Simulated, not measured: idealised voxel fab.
The name of this process module is voxel transistor to metal.
The cross-section shown here is cut; it is 285 nm wide and divided into square cells measuring 5 nm on a side.
Cross-sections here: square-cell grids, written as top-down lists of bands, a band being one or more rows of cells.
The band entry comprises the height of the band's top followed by the height of its bottom, expressed in nm, and subsequently the band's materials from left to right, each stated together with its width in nm. Where a single material is marked with the word "edge to edge", that material fills the band from edge to edge. The word "blank" represents empty space.
Counting heights begins at 0, where everything beneath is, in the wafer as received, one material. The lowest band has no bottom; it goes on downwards, as "0 and below" shows.
It should be noted that a width expressed as "30..40" varies in equal increments from row to row of cells within the band, taking the value of the first number at the top row and that of the second number at the bottom row.
Where the words "no alteration" appear for a step, the cross-section shows no cell changed by that step; every cell remained as before.
What "Fully closed voids" gives you is every empty space of 8 cells or more that is cut off from the top. Each appears as width x height at distance, with the distance taken from the left edge and width, height and distance all in nm.
On a step's line, text after the settings is the simulator commenting on that step.
A step's line can hold "overlay nm"; with a mask on that step, the setting says how far right of the planned place the mask lay, while a negative setting says it lay to the left.

Planned step list for the process
step 1: RECEIVE with material Si
step 2: OXIDIZE with depth nm 5
step 3: CONFORMAL_DEP with material SiN, thk nm 10
step 4: DIRECTIONAL_DEP with material aC, thk nm 10
step 5: PATTERN with tone cover, mask id ACTIVE, material resist, width nm 95, pitch nm 115, thk nm 30, overlay nm 0
step 6: DIRECTIONAL_ETCH with etch materials aC, depth nm 10
step 7: STRIP with etch materials resist
step 8: DIRECTIONAL_ETCH with etch materials SiN, depth nm 10
step 9: DIRECTIONAL_ETCH with etch materials SiO2, depth nm 5
step 10: DIRECTIONAL_ETCH with etch materials Si, depth nm 30
step 11: STRIP with etch materials aC
step 12: FILL_DEP with material SiO2, thk nm 10
step 13: CMP with height nm 10
step 14: SELECTIVE_ETCH with etch materials SiO2, depth nm 10
step 15: STRIP with etch materials SiN
step 16: SELECTIVE_ETCH with etch materials SiO2, depth nm 5
step 17: OXIDIZE with depth nm 5
step 18: DIRECTIONAL_DEP with material polySi, thk nm 25
step 19: DIRECTIONAL_DEP with material SiCN, thk nm 10
step 20: DIRECTIONAL_DEP with material aC, thk nm 15
step 21: PATTERN with tone cover, mask id GATE, material resist, width nm 15, pitch nm 115, thk nm 30, overlay nm 0
step 22: DIRECTIONAL_ETCH with etch materials aC, depth nm 15
step 23: STRIP with etch materials resist
step 24: DIRECTIONAL_ETCH with etch materials SiCN, depth nm 20
step 25: DIRECTIONAL_ETCH with etch materials polySi, depth nm 35
step 26: STRIP with etch materials aC
step 27: CONFORMAL_DEP with material SiO2, thk nm 5
step 28: DIRECTIONAL_ETCH with etch materials SiO2, depth nm 5
step 29: CONFORMAL_DEP with material SiN, thk nm 10
step 30: DIRECTIONAL_ETCH with etch materials SiN, depth nm 10
step 31: DIRECTIONAL_ETCH with etch materials SiO2, depth nm 5
step 32: EPI with material nSi, thk nm 5
step 33: FILL_DEP with material SiO2, thk nm 10
step 34: CMP with height nm 30
step 35: DIRECTIONAL_DEP with material SiO2, thk nm 10
step 36: DIRECTIONAL_DEP with material aC, thk nm 10
step 37: PATTERN with tone open, mask id CONTACT, material resist, width nm 25, thk nm 25, overlay nm 0
step 38: DIRECTIONAL_ETCH with etch materials aC, depth nm 10
step 39: STRIP with etch materials resist
step 40: DIRECTIONAL_ETCH with etch materials SiO2, depth nm 45
step 41: STRIP with etch materials aC
step 42: CONFORMAL_DEP with material TiN, thk nm 5
step 43: FILL_DEP with material W, thk nm 10
step 44: CMP with height nm 40
step 45: CONFORMAL_DEP with material SiN, thk nm 5
step 46: DIRECTIONAL_DEP with material lowk, thk nm 25
step 47: PATTERN with tone open, mask id METAL_1, material resist, width nm 15, thk nm 20, overlay nm 0
step 48: DIRECTIONAL_ETCH with etch materials lowk, depth nm 25
step 49: DIRECTIONAL_ETCH with etch materials SiN, depth nm 5
step 50: STRIP with etch materials resist
step 51: CONFORMAL_DEP with material TiN, thk nm 5
step 52: FILL_DEP with material Cu, thk nm 10
step 53: CMP with height nm 70
step 54: CONFORMAL_DEP with material SiN, thk nm 5

First wafer of two (run as planned)

Cross-section of the wafer at receipt, which is the condition after step 1
	0 and below | Si edge to edge
	Fully closed voids: none

The wafer in cross-section once step 2 is complete
	0 down to -5 | SiO2 edge to edge
	Nothing below the height -5 has changed.

The wafer in cross-section once step 3 is complete
	10 down to 0 | SiN edge to edge
	Nothing below the height 0 has changed.

The wafer in cross-section once step 4 is complete
	20 down to 10 | aC edge to edge
	Nothing below the height 10 has changed.

The wafer in cross-section once step 5 is complete
	50 down to 20 | blank=35  resist=95  blank=20  resist=95  blank=40
	Nothing below the height 20 has changed.

The wafer in cross-section once step 6 is complete
	40 down to 20 | blank=35  resist=95  blank=20  resist=95  blank=40
	20 down to 10 | blank=35  aC=95  blank=20  aC=95  blank=40
	Nothing below the height 10 has changed.

The wafer in cross-section once step 7 is complete
	20 down to 10 | blank=35  aC=95  blank=20  aC=95  blank=40
	Nothing below the height 10 has changed.

The wafer in cross-section once step 8 is complete
	20 down to 10 | blank=35  aC=95  blank=20  aC=95  blank=40
	10 down to 0 | blank=35  SiN=95  blank=20  SiN=95  blank=40
	Nothing below the height 0 has changed.

The wafer in cross-section once step 9 is complete
	20 down to 10 | blank=35  aC=95  blank=20  aC=95  blank=40
	10 down to 0 | blank=35  SiN=95  blank=20  SiN=95  blank=40
	0 down to -5 | blank=35  SiO2=95  blank=20  SiO2=95  blank=40
	Nothing below the height -5 has changed.

The wafer in cross-section once step 10 is complete
	20 down to 10 | blank=35  aC=95  blank=20  aC=95  blank=40
	10 down to 0 | blank=35  SiN=95  blank=20  SiN=95  blank=40
	0 down to -5 | blank=35  SiO2=95  blank=20  SiO2=95  blank=40
	-5 down to -35 | blank=35  Si=95  blank=20  Si=95  blank=40
	Nothing below the height -35 has changed.

The wafer in cross-section once step 11 is complete
	10 down to 0 | blank=35  SiN=95  blank=20  SiN=95  blank=40
	Nothing below the height 0 has changed.

The wafer in cross-section once step 12 is complete
	20 down to 10 | SiO2 edge to edge
	10 down to 0 | SiO2=35  SiN=95  SiO2=20  SiN=95  SiO2=40
	0 down to -5 | SiO2 edge to edge
	-5 down to -35 | SiO2=35  Si=95  SiO2=20  Si=95  SiO2=40
	Nothing below the height -35 has changed.

The wafer in cross-section once step 13 is complete
	10 down to 0 | SiO2=35  SiN=95  SiO2=20  SiN=95  SiO2=40
	Nothing below the height 0 has changed.

The wafer in cross-section once step 14 is complete
	10 down to 0 | blank=35  SiN=95  blank=20  SiN=95  blank=40
	Nothing below the height 0 has changed.

The wafer in cross-section once step 15 is complete
	0 down to -5 | SiO2 edge to edge
	Nothing below the height -5 has changed.

The wafer in cross-section once step 16 is complete
	-5 down to -35 | SiO2=35  Si=95  SiO2=20  Si=95  SiO2=40
	Nothing below the height -35 has changed.

The wafer in cross-section once step 17 is complete
	-5 down to -10 | SiO2 edge to edge
	Nothing below the height -10 has changed.

The wafer in cross-section once step 18 is complete
	20 down to -5 | polySi edge to edge
	Nothing below the height -5 has changed.

The wafer in cross-section once step 19 is complete
	30 down to 20 | SiCN edge to edge
	Nothing below the height 20 has changed.

The wafer in cross-section once step 20 is complete
	45 down to 30 | aC edge to edge
	Nothing below the height 30 has changed.

The wafer in cross-section once step 21 is complete
	75 down to 45 | blank=75  resist=15  blank=100  resist=15  blank=80
	Nothing below the height 45 has changed.

The wafer in cross-section once step 22 is complete
	60 down to 45 | blank=75  resist=15  blank=100  resist=15  blank=80
	45 down to 30 | blank=75  aC=15  blank=100  aC=15  blank=80
	Nothing below the height 30 has changed.

The wafer in cross-section once step 23 is complete
	45 down to 30 | blank=75  aC=15  blank=100  aC=15  blank=80
	Nothing below the height 30 has changed.

The wafer in cross-section once step 24 is complete
	45 down to 30 | blank=75  aC=15  blank=100  aC=15  blank=80
	30 down to 20 | blank=75  SiCN=15  blank=100  SiCN=15  blank=80
	Nothing below the height 20 has changed.

The wafer in cross-section once step 25 is complete
	45 down to 30 | blank=75  aC=15  blank=100  aC=15  blank=80
	30 down to 20 | blank=75  SiCN=15  blank=100  SiCN=15  blank=80
	20 down to -5 | blank=75  polySi=15  blank=100  polySi=15  blank=80
	Nothing below the height -5 has changed.

The wafer in cross-section once step 26 is complete
	30 down to 20 | blank=75  SiCN=15  blank=100  SiCN=15  blank=80
	Nothing below the height 20 has changed.

The wafer in cross-section once step 27 is complete
	35 down to 30 | blank=70  SiO2=25  blank=90  SiO2=25  blank=75
	30 down to 20 | blank=70  SiO2=5  SiCN=15  SiO2=5  blank=90  SiO2=5  SiCN=15  SiO2=5  blank=75
	20 down to 0 | blank=70  SiO2=5  polySi=15  SiO2=5  blank=90  SiO2=5  polySi=15  SiO2=5  blank=75
	0 down to -5 | SiO2=75  polySi=15  SiO2=100  polySi=15  SiO2=80
	Nothing below the height -5 has changed.

The wafer in cross-section once step 28 is complete
	30 down to 20 | blank=70  SiO2=5  SiCN=15  SiO2=5  blank=90  SiO2=5  SiCN=15  SiO2=5  blank=75
	20 down to -5 | blank=70  SiO2=5  polySi=15  SiO2=5  blank=90  SiO2=5  polySi=15  SiO2=5  blank=75
	Nothing below the height -5 has changed.

The wafer in cross-section once step 29 is complete
	40 down to 30 | blank=60  SiN=45  blank=70  SiN=45  blank=65
	30 down to 20 | blank=60  SiN=10  SiO2=5  SiCN=15  SiO2=5  SiN=10  blank=70  SiN=10  SiO2=5  SiCN=15  SiO2=5  SiN=10  blank=65
	20 down to 5 | blank=60  SiN=10  SiO2=5  polySi=15  SiO2=5  SiN=10  blank=70  SiN=10  SiO2=5  polySi=15  SiO2=5  SiN=10  blank=65
	5 down to -5 | SiN=70  SiO2=5  polySi=15  SiO2=5  SiN=90  SiO2=5  polySi=15  SiO2=5  SiN=75
	Nothing below the height -5 has changed.

The wafer in cross-section once step 30 is complete
	30 down to 20 | blank=60  SiN=10  SiO2=5  SiCN=15  SiO2=5  SiN=10  blank=70  SiN=10  SiO2=5  SiCN=15  SiO2=5  SiN=10  blank=65
	20 down to -5 | blank=60  SiN=10  SiO2=5  polySi=15  SiO2=5  SiN=10  blank=70  SiN=10  SiO2=5  polySi=15  SiO2=5  SiN=10  blank=65
	Nothing below the height -5 has changed.

The wafer in cross-section once step 31 is complete
	30 down to 25 | blank=60  SiN=10  blank=5  SiCN=15  blank=5  SiN=10  blank=70  SiN=10  blank=5  SiCN=15  blank=5  SiN=10  blank=65
	25 down to 20 | blank=60  SiN=10  SiO2=5  SiCN=15  SiO2=5  SiN=10  blank=70  SiN=10  SiO2=5  SiCN=15  SiO2=5  SiN=10  blank=65
	20 down to -5 | blank=60  SiN=10  SiO2=5  polySi=15  SiO2=5  SiN=10  blank=70  SiN=10  SiO2=5  polySi=15  SiO2=5  SiN=10  blank=65
	-5 down to -10 | blank=60  SiO2=45  blank=70  SiO2=45  blank=65
	Nothing below the height -10 has changed.

The wafer in cross-section once step 32 is complete
	30 down to 25 | blank=60  SiN=10  blank=5  SiCN=15  blank=5  SiN=10  blank=70  SiN=10  blank=5  SiCN=15  blank=5  SiN=10  blank=65
	25 down to 20 | blank=60  SiN=10  SiO2=5  SiCN=15  SiO2=5  SiN=10  blank=70  SiN=10  SiO2=5  SiCN=15  SiO2=5  SiN=10  blank=65
	20 down to -5 | blank=60  SiN=10  SiO2=5  polySi=15  SiO2=5  SiN=10  blank=70  SiN=10  SiO2=5  polySi=15  SiO2=5  SiN=10  blank=65
	-5 down to -10 | blank=30  nSi=30  SiO2=45  nSi=30  blank=10  nSi=30  SiO2=45  nSi=30  blank=35
	Nothing below the height -10 has changed.

The wafer in cross-section once step 33 is complete
	40 down to 30 | SiO2 edge to edge
	30 down to 20 | SiO2=60  SiN=10  SiO2=5  SiCN=15  SiO2=5  SiN=10  SiO2=70  SiN=10  SiO2=5  SiCN=15  SiO2=5  SiN=10  SiO2=65
	20 down to -5 | SiO2=60  SiN=10  SiO2=5  polySi=15  SiO2=5  SiN=10  SiO2=70  SiN=10  SiO2=5  polySi=15  SiO2=5  SiN=10  SiO2=65
	-5 down to -10 | SiO2=30  nSi=30  SiO2=45  nSi=30  SiO2=10  nSi=30  SiO2=45  nSi=30  SiO2=35
	Nothing below the height -10 has changed.

The wafer in cross-section once step 34 is complete
	30 down to 20 | SiO2=60  SiN=10  SiO2=5  SiCN=15  SiO2=5  SiN=10  SiO2=70  SiN=10  SiO2=5  SiCN=15  SiO2=5  SiN=10  SiO2=65
	Nothing below the height 20 has changed.

The wafer in cross-section once step 35 is complete
	40 down to 30 | SiO2 edge to edge
	Nothing below the height 30 has changed.

The wafer in cross-section once step 36 is complete
	50 down to 40 | aC edge to edge
	Nothing below the height 40 has changed.

The wafer in cross-section once step 37 is complete
	75 down to 50 | resist=45  blank=25  resist=25  blank=25  resist=40  blank=25  resist=25  blank=25  resist=50
	Nothing below the height 50 has changed.

The wafer in cross-section once step 38 is complete
	65 down to 50 | resist=45  blank=25  resist=25  blank=25  resist=40  blank=25  resist=25  blank=25  resist=50
	50 down to 40 | aC=45  blank=25  aC=25  blank=25  aC=40  blank=25  aC=25  blank=25  aC=50
	Nothing below the height 40 has changed.

The wafer in cross-section once step 39 is complete
	50 down to 40 | aC=45  blank=25  aC=25  blank=25  aC=40  blank=25  aC=25  blank=25  aC=50
	Nothing below the height 40 has changed.

The wafer in cross-section once step 40 is complete
	50 down to 40 | aC=45  blank=25  aC=25  blank=25  aC=40  blank=25  aC=25  blank=25  aC=50
	40 down to 30 | SiO2=45  blank=25  SiO2=25  blank=25  SiO2=40  blank=25  SiO2=25  blank=25  SiO2=50
	30 down to 20 | SiO2=45  blank=15  SiN=10  SiO2=5  SiCN=15  SiO2=5  SiN=10  blank=15  SiO2=40  blank=15  SiN=10  SiO2=5  SiCN=15  SiO2=5  SiN=10  blank=15  SiO2=50
	20 down to -5 | SiO2=45  blank=15  SiN=10  SiO2=5  polySi=15  SiO2=5  SiN=10  blank=15  SiO2=40  blank=15  SiN=10  SiO2=5  polySi=15  SiO2=5  SiN=10  blank=15  SiO2=50
	Nothing below the height -5 has changed.

The wafer in cross-section once step 41 is complete
	40 down to 30 | SiO2=45  blank=25  SiO2=25  blank=25  SiO2=40  blank=25  SiO2=25  blank=25  SiO2=50
	Nothing below the height 30 has changed.

The wafer in cross-section once step 42 is complete
	45 down to 40 | TiN=50  blank=15  TiN=35  blank=15  TiN=50  blank=15  TiN=35  blank=15  TiN=55
	40 down to 30 | SiO2=45  TiN=5  blank=15..5  TiN=5..15  SiO2=25  TiN=5..15  blank=15..5  TiN=5  SiO2=40  TiN=5  blank=15..5  TiN=5..15  SiO2=25  TiN=5..15  blank=15..5  TiN=5  SiO2=50
	30 down to 20 | SiO2=45  TiN=5  blank=5  TiN=5  SiN=10  SiO2=5  SiCN=15  SiO2=5  SiN=10  TiN=5  blank=5  TiN=5  SiO2=40  TiN=5  blank=5  TiN=5  SiN=10  SiO2=5  SiCN=15  SiO2=5  SiN=10  TiN=5  blank=5  TiN=5  SiO2=50
	20 down to 0 | SiO2=45  TiN=5  blank=5  TiN=5  SiN=10  SiO2=5  polySi=15  SiO2=5  SiN=10  TiN=5  blank=5  TiN=5  SiO2=40  TiN=5  blank=5  TiN=5  SiN=10  SiO2=5  polySi=15  SiO2=5  SiN=10  TiN=5  blank=5  TiN=5  SiO2=50
	0 down to -5 | SiO2=45  TiN=15  SiN=10  SiO2=5  polySi=15  SiO2=5  SiN=10  TiN=15  SiO2=40  TiN=15  SiN=10  SiO2=5  polySi=15  SiO2=5  SiN=10  TiN=15  SiO2=50
	Nothing below the height -5 has changed.

The wafer in cross-section once step 43 is complete
	55 down to 45 | W edge to edge
	45 down to 40 | TiN=50  W=15  TiN=35  W=15  TiN=50  W=15  TiN=35  W=15  TiN=55
	40 down to 30 | SiO2=45  TiN=5  W=15..5  TiN=5..15  SiO2=25  TiN=5..15  W=15..5  TiN=5  SiO2=40  TiN=5  W=15..5  TiN=5..15  SiO2=25  TiN=5..15  W=15..5  TiN=5  SiO2=50
	30 down to 20 | SiO2=45  TiN=5  W=5  TiN=5  SiN=10  SiO2=5  SiCN=15  SiO2=5  SiN=10  TiN=5  W=5  TiN=5  SiO2=40  TiN=5  W=5  TiN=5  SiN=10  SiO2=5  SiCN=15  SiO2=5  SiN=10  TiN=5  W=5  TiN=5  SiO2=50
	20 down to 0 | SiO2=45  TiN=5  W=5  TiN=5  SiN=10  SiO2=5  polySi=15  SiO2=5  SiN=10  TiN=5  W=5  TiN=5  SiO2=40  TiN=5  W=5  TiN=5  SiN=10  SiO2=5  polySi=15  SiO2=5  SiN=10  TiN=5  W=5  TiN=5  SiO2=50
	Nothing below the height 0 has changed.

The wafer in cross-section once step 44 is complete
	40 down to 30 | SiO2=45  TiN=5  W=15..5  TiN=5..15  SiO2=25  TiN=5..15  W=15..5  TiN=5  SiO2=40  TiN=5  W=15..5  TiN=5..15  SiO2=25  TiN=5..15  W=15..5  TiN=5  SiO2=50
	Nothing below the height 30 has changed.

The wafer in cross-section once step 45 is complete
	45 down to 40 | SiN edge to edge
	Nothing below the height 40 has changed.

The wafer in cross-section once step 46 is complete
	70 down to 45 | lowk edge to edge
	Nothing below the height 45 has changed.

The wafer in cross-section once step 47 is complete
	90 down to 70 | resist=45  blank=15  resist=45  blank=15  resist=40  blank=15  resist=45  blank=15  resist=50
	Nothing below the height 70 has changed.

The wafer in cross-section once step 48 is complete
	90 down to 70 | resist=45  blank=15  resist=45  blank=15  resist=40  blank=15  resist=45  blank=15  resist=50
	70 down to 45 | lowk=45  blank=15  lowk=45  blank=15  lowk=40  blank=15  lowk=45  blank=15  lowk=50
	Nothing below the height 45 has changed.

The wafer in cross-section once step 49 is complete
	90 down to 70 | resist=45  blank=15  resist=45  blank=15  resist=40  blank=15  resist=45  blank=15  resist=50
	70 down to 45 | lowk=45  blank=15  lowk=45  blank=15  lowk=40  blank=15  lowk=45  blank=15  lowk=50
	45 down to 40 | SiN=45  blank=15  SiN=45  blank=15  SiN=40  blank=15  SiN=45  blank=15  SiN=50
	Nothing below the height 40 has changed.

The wafer in cross-section once step 50 is complete
	70 down to 45 | lowk=45  blank=15  lowk=45  blank=15  lowk=40  blank=15  lowk=45  blank=15  lowk=50
	Nothing below the height 45 has changed.

The wafer in cross-section once step 51 is complete
	75 down to 70 | TiN=50  blank=5  TiN=55  blank=5  TiN=50  blank=5  TiN=55  blank=5  TiN=55
	70 down to 45 | lowk=45  TiN=5  blank=5  TiN=5  lowk=45  TiN=5  blank=5  TiN=5  lowk=40  TiN=5  blank=5  TiN=5  lowk=45  TiN=5  blank=5  TiN=5  lowk=50
	45 down to 40 | SiN=45  TiN=15  SiN=45  TiN=15  SiN=40  TiN=15  SiN=45  TiN=15  SiN=50
	Nothing below the height 40 has changed.

The wafer in cross-section once step 52 is complete
	85 down to 75 | Cu edge to edge
	75 down to 70 | TiN=50  Cu=5  TiN=55  Cu=5  TiN=50  Cu=5  TiN=55  Cu=5  TiN=55
	70 down to 45 | lowk=45  TiN=5  Cu=5  TiN=5  lowk=45  TiN=5  Cu=5  TiN=5  lowk=40  TiN=5  Cu=5  TiN=5  lowk=45  TiN=5  Cu=5  TiN=5  lowk=50
	Nothing below the height 45 has changed.

The wafer in cross-section once step 53 is complete
	70 down to 45 | lowk=45  TiN=5  Cu=5  TiN=5  lowk=45  TiN=5  Cu=5  TiN=5  lowk=40  TiN=5  Cu=5  TiN=5  lowk=45  TiN=5  Cu=5  TiN=5  lowk=50
	Nothing below the height 45 has changed.

The wafer in cross-section once step 54 is complete
	75 down to 70 | SiN edge to edge
	Nothing below the height 70 has changed.

Second Wafer (Identical Start and Plan, One Processing Error; Matches First Wafer Through Step 36)

At the planned end of step 37, the second wafer in cross-section
	75 down to 50 | resist=50  blank=20  resist=30  blank=20  resist=45  blank=20  resist=30  blank=20  resist=50
	Nothing below the height 50 has changed.

At the planned end of step 38, the second wafer in cross-section
	65 down to 50 | resist=50  blank=20  resist=30  blank=20  resist=45  blank=20  resist=30  blank=20  resist=50
	50 down to 40 | aC=50  blank=20  aC=30  blank=20  aC=45  blank=20  aC=30  blank=20  aC=50
	Nothing below the height 40 has changed.

At the planned end of step 39, the second wafer in cross-section
	50 down to 40 | aC=50  blank=20  aC=30  blank=20  aC=45  blank=20  aC=30  blank=20  aC=50
	Nothing below the height 40 has changed.

At the planned end of step 40, the second wafer in cross-section
	50 down to 40 | aC=50  blank=20  aC=30  blank=20  aC=45  blank=20  aC=30  blank=20  aC=50
	40 down to 30 | SiO2=50  blank=20  SiO2=30  blank=20  SiO2=45  blank=20  SiO2=30  blank=20  SiO2=50
	30 down to 20 | SiO2=50  blank=10  SiN=10  SiO2=5  SiCN=15  SiO2=5  SiN=10  blank=15  SiO2=45  blank=10  SiN=10  SiO2=5  SiCN=15  SiO2=5  SiN=10  blank=15  SiO2=50
	20 down to -5 | SiO2=50  blank=10  SiN=10  SiO2=5  polySi=15  SiO2=5  SiN=10  blank=15  SiO2=45  blank=10  SiN=10  SiO2=5  polySi=15  SiO2=5  SiN=10  blank=15  SiO2=50
	Nothing below the height -5 has changed.

At the planned end of step 41, the second wafer in cross-section
	40 down to 30 | SiO2=50  blank=20  SiO2=30  blank=20  SiO2=45  blank=20  SiO2=30  blank=20  SiO2=50
	Nothing below the height 30 has changed.

At the planned end of step 42, the second wafer in cross-section
	45 down to 40 | TiN=55  blank=10  TiN=40  blank=10  TiN=55  blank=10  TiN=40  blank=10  TiN=55
	40 down to 35 | SiO2=50  TiN=5  blank=10  TiN=5  SiO2=30  TiN=5  blank=10  TiN=5  SiO2=45  TiN=5  blank=10  TiN=5  SiO2=30  TiN=5  blank=10  TiN=5  SiO2=50
	35 down to 30 | SiO2=50  TiN=20  SiO2=30  TiN=10  blank=5  TiN=5  SiO2=45  TiN=20  SiO2=30  TiN=10  blank=5  TiN=5  SiO2=50
	30 down to 20 | SiO2=50  TiN=10  SiN=10  SiO2=5  SiCN=15  SiO2=5  SiN=10  TiN=5  blank=5  TiN=5  SiO2=45  TiN=10  SiN=10  SiO2=5  SiCN=15  SiO2=5  SiN=10  TiN=5  blank=5  TiN=5  SiO2=50
	20 down to 0 | SiO2=50  TiN=10  SiN=10  SiO2=5  polySi=15  SiO2=5  SiN=10  TiN=5  blank=5  TiN=5  SiO2=45  TiN=10  SiN=10  SiO2=5  polySi=15  SiO2=5  SiN=10  TiN=5  blank=5  TiN=5  SiO2=50
	0 down to -5 | SiO2=50  TiN=10  SiN=10  SiO2=5  polySi=15  SiO2=5  SiN=10  TiN=15  SiO2=45  TiN=10  SiN=10  SiO2=5  polySi=15  SiO2=5  SiN=10  TiN=15  SiO2=50
	Nothing below the height -5 has changed.

At the planned end of step 43, the second wafer in cross-section
	55 down to 45 | W edge to edge
	45 down to 40 | TiN=55  W=10  TiN=40  W=10  TiN=55  W=10  TiN=40  W=10  TiN=55
	40 down to 35 | SiO2=50  TiN=5  W=10  TiN=5  SiO2=30  TiN=5  W=10  TiN=5  SiO2=45  TiN=5  W=10  TiN=5  SiO2=30  TiN=5  W=10  TiN=5  SiO2=50
	35 down to 30 | SiO2=50  TiN=20  SiO2=30  TiN=10  W=5  TiN=5  SiO2=45  TiN=20  SiO2=30  TiN=10  W=5  TiN=5  SiO2=50
	30 down to 20 | SiO2=50  TiN=10  SiN=10  SiO2=5  SiCN=15  SiO2=5  SiN=10  TiN=5  W=5  TiN=5  SiO2=45  TiN=10  SiN=10  SiO2=5  SiCN=15  SiO2=5  SiN=10  TiN=5  W=5  TiN=5  SiO2=50
	20 down to 0 | SiO2=50  TiN=10  SiN=10  SiO2=5  polySi=15  SiO2=5  SiN=10  TiN=5  W=5  TiN=5  SiO2=45  TiN=10  SiN=10  SiO2=5  polySi=15  SiO2=5  SiN=10  TiN=5  W=5  TiN=5  SiO2=50
	Nothing below the height 0 has changed.

At the planned end of step 44, the second wafer in cross-section
	40 down to 35 | SiO2=50  TiN=5  W=10  TiN=5  SiO2=30  TiN=5  W=10  TiN=5  SiO2=45  TiN=5  W=10  TiN=5  SiO2=30  TiN=5  W=10  TiN=5  SiO2=50
	Nothing below the height 35 has changed.

At the planned end of step 45, the second wafer in cross-section
	45 down to 40 | SiN edge to edge
	Nothing below the height 40 has changed.

At the planned end of step 46, the second wafer in cross-section
	70 down to 45 | lowk edge to edge
	Nothing below the height 45 has changed.

At the planned end of step 47, the second wafer in cross-section
	90 down to 70 | resist=45  blank=15  resist=45  blank=15  resist=40  blank=15  resist=45  blank=15  resist=50
	Nothing below the height 70 has changed.

At the planned end of step 48, the second wafer in cross-section
	90 down to 70 | resist=45  blank=15  resist=45  blank=15  resist=40  blank=15  resist=45  blank=15  resist=50
	70 down to 45 | lowk=45  blank=15  lowk=45  blank=15  lowk=40  blank=15  lowk=45  blank=15  lowk=50
	Nothing below the height 45 has changed.

At the planned end of step 49, the second wafer in cross-section
	90 down to 70 | resist=45  blank=15  resist=45  blank=15  resist=40  blank=15  resist=45  blank=15  resist=50
	70 down to 45 | lowk=45  blank=15  lowk=45  blank=15  lowk=40  blank=15  lowk=45  blank=15  lowk=50
	45 down to 40 | SiN=45  blank=15  SiN=45  blank=15  SiN=40  blank=15  SiN=45  blank=15  SiN=50
	Nothing below the height 40 has changed.

At the planned end of step 50, the second wafer in cross-section
	70 down to 45 | lowk=45  blank=15  lowk=45  blank=15  lowk=40  blank=15  lowk=45  blank=15  lowk=50
	Nothing below the height 45 has changed.

At the planned end of step 51, the second wafer in cross-section
	75 down to 70 | TiN=50  blank=5  TiN=55  blank=5  TiN=50  blank=5  TiN=55  blank=5  TiN=55
	70 down to 45 | lowk=45  TiN=5  blank=5  TiN=5  lowk=45  TiN=5  blank=5  TiN=5  lowk=40  TiN=5  blank=5  TiN=5  lowk=45  TiN=5  blank=5  TiN=5  lowk=50
	45 down to 40 | SiN=45  TiN=15  SiN=45  TiN=15  SiN=40  TiN=15  SiN=45  TiN=15  SiN=50
	Nothing below the height 40 has changed.

At the planned end of step 52, the second wafer in cross-section
	85 down to 75 | Cu edge to edge
	75 down to 70 | TiN=50  Cu=5  TiN=55  Cu=5  TiN=50  Cu=5  TiN=55  Cu=5  TiN=55
	70 down to 45 | lowk=45  TiN=5  Cu=5  TiN=5  lowk=45  TiN=5  Cu=5  TiN=5  lowk=40  TiN=5  Cu=5  TiN=5  lowk=45  TiN=5  Cu=5  TiN=5  lowk=50
	Nothing below the height 45 has changed.

At the planned end of step 53, the second wafer in cross-section
	70 down to 45 | lowk=45  TiN=5  Cu=5  TiN=5  lowk=45  TiN=5  Cu=5  TiN=5  lowk=40  TiN=5  Cu=5  TiN=5  lowk=45  TiN=5  Cu=5  TiN=5  lowk=50
	Nothing below the height 45 has changed.

At the planned end of step 54, the second wafer in cross-section
	75 down to 70 | SiN edge to edge
	Nothing below the height 70 has changed.
The mistake made against the process plan was this: step 37 was not run as planned; what actually ran was PATTERN with tone open, mask id CONTACT, material resist, width nm 20, thk nm 25, overlay nm 0
Bottom line after processing is that, in cells, the second wafer is up or down on some materials versus the first: SiO2 +22 | TiN -4 | W -18
